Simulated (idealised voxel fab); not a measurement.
process module | voxel spacer lines
cross-section cut | 290 nm wide | cells 5 nm
A cross-section is a grid of square cells, given in bands from the top down. A band is one or more rows of cells.
Each band's line starts with the height of the band's top and of its bottom, in nm. Then come its materials from left to right, each with its width in nm. One material with "throughout" fills the band from edge to edge. "air" is empty space.
Height 0 is the level under which the wafer as received is all one material. The lowest band goes on downwards, as in "0 down".
A width such as "30 to 40" changes by the same amount from each row of cells to the next, from the band's top row to its bottom row.
"no change" after a step means that no cell of the cross-section changed.
closed voids: empty space of 8 cells or more with no open way to the top, each as width x height at its distance from the left edge, in nm
after a step's settings: what the simulator itself notes on the step
overlay nm, on a step with a mask: how far to the right of its planned place the mask lay; to the left if negative
plan
1 op RECEIVE | material Si
2 op CONFORMAL_DEP | material Al2O3 | thk nm 10
3 op DIRECTIONAL_DEP | material W | thk nm 10
4 op DIRECTIONAL_DEP | material polySi | thk nm 30
5 op PATTERN | tone cover | mask id MANDREL | material resist | width nm 20 | pitch nm 60 | thk nm 40 | overlay nm 0
6 op DIRECTIONAL_ETCH | etch materials polySi | depth nm 30
7 op STRIP | etch materials resist
8 op CONFORMAL_DEP | material SiN | thk nm 10
9 op DIRECTIONAL_ETCH | etch materials SiN | depth nm 10
10 op STRIP | etch materials polySi
11 op DIRECTIONAL_ETCH | etch materials W | depth nm 10
12 op STRIP | etch materials SiN
as received, after step 1
  0 down: Si throughout
  closed voids: none
a wafer at the end: this start, this plan, one mistake
  20 to 10: air 90 | W 10 | air 30 | W 10 | air 10 | W 10 | air 30 | W 10 | air 90
  10 to 0: Al2O3 throughout
  0 down: Si throughout
  closed voids: none
what went wrong: step 5 ran as: op PATTERN | tone cover | mask id MANDREL | material resist | width nm 30 | pitch nm 60 | thk nm 40 | overlay nm 0
